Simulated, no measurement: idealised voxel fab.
process module | voxel released beams
cross-section cut | 260 nm wide | cells 5 nm
A cross-section is a grid of square cells, given in bands from the top down. A band is one or more rows of cells.
Each band's line starts with the height of the band's top and of its bottom, in nm. Then come its materials from left to right, each with its width in nm. One material with "throughout" fills the band from edge to edge. "air" is empty space.
Height 0 is the level under which the wafer as received is all one material. The lowest band goes on downwards, as in "0 down".
A width such as "30 to 40" changes by the same amount from each row of cells to the next, from the band's top row to its bottom row.
"no change" after a step means that no cell of the cross-section changed.
closed voids: empty space of 8 cells or more with no open way to the top, each as width x height at its distance from the left edge, in nm
after a step's settings: what the simulator itself notes on the step
overlay nm, on a step with a mask: how far to the right of its planned place the mask lay; to the left if negative
plan
1 op RECEIVE | material Si
2 op CONFORMAL_DEP | material Al2O3 | thk nm 10
3 op DIRECTIONAL_DEP | material SiO2 | thk nm 20
4 op MASKED_ETCH | tone open | mask id ANCHOR | width nm 45 | etch materials SiO2 | depth nm 20 | overlay nm 0
5 op CONFORMAL_DEP | material W | thk nm 15
6 op MASKED_ETCH | tone cover | mask id BEAM | width nm 95 | etch materials W | depth nm 15 | overlay nm 0
7 op STRIP | etch materials SiO2
as received, after step 1
  0 down: Si throughout
  closed voids: none
first wafer at the end, as planned
  45 to 30: air 80 | W 20 | air 15 | W 60 | air 85
  30 to 25: air 85 | W 15 | air 15 | W 15 | air 130
  25 to 10: air 85 | W 45 | air 130
  10 to 0: Al2O3 throughout
  0 down: Si throughout
  closed voids: none
second wafer at the end: like start, like plan, one mistake
  25 to 10: air 80 | W 95 | air 85
  10 to 0: Al2O3 throughout
  0 down: Si throughout
  closed voids: none
what went wrong: step 3 was left out
at the end the second wafer has, in cells: 24 fewer of W
